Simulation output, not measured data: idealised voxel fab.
process module | voxel transistor to metal
cross-section cut | 285 nm wide | cells 5 nm
A cross-section is a grid of square cells, given in bands from the top down. A band is one or more rows of cells.
Each band's line starts with the height of the band's top and of its bottom, in nm. Then come its materials from left to right, each with its width in nm. One material with "throughout" fills the band from edge to edge. "air" is empty space.
Height 0 is the level under which the wafer as received is all one material. The lowest band goes on downwards, as in "0 down".
A width such as "30 to 40" changes by the same amount from each row of cells to the next, from the band's top row to its bottom row.
"no change" after a step means that no cell of the cross-section changed.
closed voids: empty space of 8 cells or more with no open way to the top, each as width x height at its distance from the left edge, in nm
after a step's settings: what the simulator itself notes on the step
overlay nm, on a step with a mask: how far to the right of its planned place the mask lay; to the left if negative
plan
1 op RECEIVE | material Si
2 op OXIDIZE | depth nm 5
3 op CONFORMAL_DEP | material SiN | thk nm 15
4 op MASKED_ETCH | tone cover | mask id ACTIVE | width nm 115 | pitch nm 140 | etch materials SiN | depth nm 15 | overlay nm 0
5 op MASKED_ETCH | tone cover | mask id ACTIVE | width nm 115 | pitch nm 140 | etch materials SiO2 | depth nm 5 | overlay nm 0
6 op MASKED_ETCH | tone cover | mask id ACTIVE | width nm 115 | pitch nm 140 | etch materials Si | depth nm 30 | overlay nm 0
7 op OXIDIZE | depth nm 5
8 op FILL_DEP | material SiO2 | thk nm 5
9 op CMP | height nm 15
10 op SELECTIVE_ETCH | etch materials SiO2 | depth nm 5
11 op STRIP | etch materials SiN
12 op SELECTIVE_ETCH | etch materials SiO2 | depth nm 5
13 op OXIDIZE | depth nm 5
14 op DIRECTIONAL_DEP | material polySi | thk nm 20
15 op DIRECTIONAL_DEP | material SiCN | thk nm 10
16 op DIRECTIONAL_DEP | material aC | thk nm 15
17 op PATTERN | tone cover | mask id GATE | material resist | width nm 25 | pitch nm 140 | thk nm 30 | overlay nm 0
18 op DIRECTIONAL_ETCH | etch materials aC | depth nm 15
19 op STRIP | etch materials resist
20 op DIRECTIONAL_ETCH | etch materials SiCN | depth nm 20
21 op DIRECTIONAL_ETCH | etch materials polySi | depth nm 30
22 op STRIP | etch materials aC
23 op CONFORMAL_DEP | material SiN | thk nm 10
24 op DIRECTIONAL_ETCH | etch materials SiN | depth nm 10
25 op DIRECTIONAL_ETCH | etch materials SiO2 | depth nm 5
26 op DIRECTIONAL_ETCH | etch materials Si | depth nm 15
27 op EPI | material SiGe | thk nm 15
28 op FILL_DEP | material SiO2 | thk nm 5
29 op CMP | height nm 15
30 op STRIP | etch materials polySi
31 op SELECTIVE_ETCH | etch materials SiO2 | depth nm 5
32 op CONFORMAL_DEP | material HfO2 | thk nm 5
33 op CONFORMAL_DEP | material TiN | thk nm 5
34 op FILL_DEP | material W | thk nm 5
35 op CMP | height nm 10
36 op DIRECTIONAL_DEP | material SiO2 | thk nm 15
37 op MASKED_ETCH | tone open | mask id CONTACT | width nm 20 | etch materials SiO2 | depth nm 35 | overlay nm 0
38 op CONFORMAL_DEP | material TiN | thk nm 5
39 op FILL_DEP | material Ru | thk nm 5
40 op CMP | height nm 25
41 op CONFORMAL_DEP | material SiCN | thk nm 5
42 op DIRECTIONAL_DEP | material SiO2 | thk nm 25
43 op DIRECTIONAL_DEP | material aC | thk nm 10
44 op PATTERN | tone open | mask id METAL_1 | material resist | width nm 20 | thk nm 30 | overlay nm 0
45 op DIRECTIONAL_ETCH | etch materials aC | depth nm 10
46 op STRIP | etch materials resist
47 op DIRECTIONAL_ETCH | etch materials SiO2 | depth nm 25
48 op DIRECTIONAL_ETCH | etch materials SiCN | depth nm 5
49 op STRIP | etch materials aC
50 op CONFORMAL_DEP | material TiN | thk nm 5
51 op FILL_DEP | material W | thk nm 5
52 op CMP | height nm 55
53 op CONFORMAL_DEP | material SiCN | thk nm 5
54 op DIRECTIONAL_DEP | material SiO2 | thk nm 25
55 op MASKED_ETCH | tone open | mask id METAL_2_HOLES | width nm 15 | pitch nm 140 | etch materials SiO2 | depth nm 25 | overlay nm 0
56 op DIRECTIONAL_DEP | material aC | thk nm 10
57 op PATTERN | tone open | mask id METAL_2 | material resist | width nm 20 | pitch nm 140 | thk nm 25 | overlay nm 0
58 op DIRECTIONAL_ETCH | etch materials aC | depth nm 10
59 op STRIP | etch materials resist
60 op DIRECTIONAL_ETCH | etch materials SiO2 | depth nm 15
61 op DIRECTIONAL_ETCH | etch materials SiCN | depth nm 5
62 op STRIP | etch materials aC
63 op CONFORMAL_DEP | material TiN | thk nm 5
64 op FILL_DEP | material Cu | thk nm 5
65 op CMP | height nm 85
66 op CONFORMAL_DEP | material SiCN | thk nm 5
as received, after step 1
  0 down: Si throughout
  closed voids: none
first wafer at the end, as planned
  90 to 85: SiCN throughout
  85 to 75: SiO2 20 | TiN 5 | Cu 10 | TiN 5 | SiO2 120 | TiN 5 | Cu 10 | TiN 5 | SiO2 105
  75 to 70: SiO2 20 | TiN 5 | Cu 5 | TiN 10 | SiO2 120 | TiN 5 | Cu 5 | TiN 10 | SiO2 105
  70 to 60: SiO2 20 | TiN 5 | Cu 5 | TiN 5 | SiO2 125 | TiN 5 | Cu 5 | TiN 5 | SiO2 110
  60 to 55: SiCN 20 | TiN 15 | SiCN 125 | TiN 15 | SiCN 110
  55 to 30: SiO2 20 | TiN 5 | W 10 | TiN 5 | SiO2 65 | TiN 5 | W 10 | TiN 5 | SiO2 35 | TiN 5 | W 10 | TiN 5 | SiO2 65 | TiN 5 | W 10 | TiN 5 | SiO2 20
  30 to 25: SiCN 20 | TiN 20 | SiCN 65 | TiN 20 | SiCN 35 | TiN 20 | SiCN 65 | TiN 20 | SiCN 20
  25 to 10: SiO2 20 | TiN 5 | Ru 10 | TiN 5 | SiO2 65 | TiN 5 | Ru 10 | TiN 5 | SiO2 35 | TiN 5 | Ru 10 | TiN 5 | SiO2 65 | TiN 5 | Ru 10 | TiN 5 | SiO2 20
  10 to 5: SiO2 20 | TiN 5 | Ru 5 | TiN 10 | SiO2 10 | SiN 10 | HfO2 5 | TiN 5 | W 5 | TiN 5 | HfO2 5 | SiN 10 | SiO2 10 | TiN 10 | Ru 5 | TiN 5 | SiO2 35 | TiN 5 | Ru 5 | TiN 10 | SiO2 10 | SiN 10 | HfO2 5 | TiN 5 | W 5 | TiN 5 | HfO2 5 | SiN 10 | SiO2 10 | TiN 10 | Ru 5 | TiN 5 | SiO2 20
  5 to 0: SiO2 10 | SiN 10 | TiN 5 | Ru 5 | TiN 5 | SiGe 15 | SiN 10 | HfO2 5 | TiN 5 | W 5 | TiN 5 | HfO2 5 | SiN 10 | SiGe 15 | TiN 5 | Ru 5 | TiN 5 | SiN 10 | SiO2 15 | SiN 10 | TiN 5 | Ru 5 | TiN 5 | SiGe 15 | SiN 10 | HfO2 5 | TiN 5 | W 5 | TiN 5 | HfO2 5 | SiN 10 | SiGe 15 | TiN 5 | Ru 5 | TiN 5 | SiN 10 | SiO2 10
  0 to -5: SiO2 10 | SiN 10 | TiN 5 | Ru 5 | TiN 5 | SiGe 15 | SiN 10 | HfO2 5 | TiN 15 | HfO2 5 | SiN 10 | SiGe 15 | TiN 5 | Ru 5 | TiN 5 | SiN 10 | SiO2 15 | SiN 10 | TiN 5 | Ru 5 | TiN 5 | SiGe 15 | SiN 10 | HfO2 5 | TiN 15 | HfO2 5 | SiN 10 | SiGe 15 | TiN 5 | Ru 5 | TiN 5 | SiN 10 | SiO2 10
  -5 to -10: SiO2 20 | TiN 15 | SiGe 15 | SiO2 5 | HfO2 35 | SiO2 5 | SiGe 15 | TiN 15 | SiO2 35 | TiN 15 | SiGe 15 | SiO2 5 | HfO2 35 | SiO2 5 | SiGe 15 | TiN 15 | SiO2 20
  -10 to -25: SiO2 20 | SiGe 30 | Si 45 | SiGe 30 | SiO2 35 | SiGe 30 | Si 45 | SiGe 30 | SiO2 20
  -25 to -40: SiO2 20 | Si 105 | SiO2 35 | Si 105 | SiO2 20
  -40 down: Si throughout
  closed voids: none
second wafer at the end: like start, like plan, one mistake
  90 to 85: SiCN throughout
  85 to 75: SiO2 20 | TiN 5 | Cu 10 | TiN 5 | SiO2 120 | TiN 5 | Cu 10 | TiN 5 | SiO2 105
  75 to 70: SiO2 20 | TiN 5 | Cu 5 | TiN 10 | SiO2 120 | TiN 5 | Cu 5 | TiN 10 | SiO2 105
  70 to 60: SiO2 20 | TiN 5 | Cu 5 | TiN 5 | SiO2 125 | TiN 5 | Cu 5 | TiN 5 | SiO2 110
  60 to 55: SiCN 20 | TiN 15 | SiCN 125 | TiN 15 | SiCN 110
  55 to 30: SiO2 20 | TiN 5 | W 10 | TiN 5 | SiO2 65 | TiN 5 | W 10 | TiN 5 | SiO2 35 | TiN 5 | W 10 | TiN 5 | SiO2 65 | TiN 5 | W 10 | TiN 5 | SiO2 20
  30 to 25: SiCN 20 | TiN 20 | SiCN 65 | TiN 20 | SiCN 35 | TiN 20 | SiCN 65 | TiN 20 | SiCN 20
  25 to 15: SiO2 20 | TiN 5 | Ru 10 | TiN 5 | SiO2 65 | TiN 5 | Ru 10 | TiN 5 | SiO2 35 | TiN 5 | Ru 10 | TiN 5 | SiO2 65 | TiN 5 | Ru 10 | TiN 5 | SiO2 20
  15 to 10: SiO2 20 | TiN 20 | SiO2 65 | TiN 20 | SiO2 35 | TiN 20 | SiO2 65 | TiN 20 | SiO2 20
  10 to 5: SiO2 20 | SiGe 30 | SiN 10 | HfO2 5 | TiN 5 | W 5 | TiN 5 | HfO2 5 | SiN 10 | SiGe 30 | SiO2 35 | SiGe 30 | SiN 10 | HfO2 5 | TiN 5 | W 5 | TiN 5 | HfO2 5 | SiN 10 | SiGe 30 | SiO2 20
  5 to 0: SiO2 10 | SiN 10 | SiGe 30 | SiN 10 | HfO2 5 | TiN 5 | W 5 | TiN 5 | HfO2 5 | SiN 10 | SiGe 30 | SiN 10 | SiO2 15 | SiN 10 | SiGe 30 | SiN 10 | HfO2 5 | TiN 5 | W 5 | TiN 5 | HfO2 5 | SiN 10 | SiGe 30 | SiN 10 | SiO2 10
  0 to -5: SiO2 10 | SiN 10 | SiGe 30 | SiN 10 | HfO2 5 | TiN 15 | HfO2 5 | SiN 10 | SiGe 30 | SiN 10 | SiO2 15 | SiN 10 | SiGe 30 | SiN 10 | HfO2 5 | TiN 15 | HfO2 5 | SiN 10 | SiGe 30 | SiN 10 | SiO2 10
  -5 to -10: SiO2 20 | SiGe 30 | SiO2 5 | HfO2 35 | SiO2 5 | SiGe 30 | SiO2 35 | SiGe 30 | SiO2 5 | HfO2 35 | SiO2 5 | SiGe 30 | SiO2 20
  -10 to -25: SiO2 20 | SiGe 30 | Si 45 | SiGe 30 | SiO2 35 | SiGe 30 | Si 45 | SiGe 30 | SiO2 20
  -25 to -40: SiO2 20 | Si 105 | SiO2 35 | Si 105 | SiO2 20
  -40 down: Si throughout
  closed voids: none
what went wrong: step 27 was run twice
at the end the second wafer has, in cells: 20 fewer of Ru | 60 more of SiGe | 8 fewer of SiO2 | 32 fewer of TiN
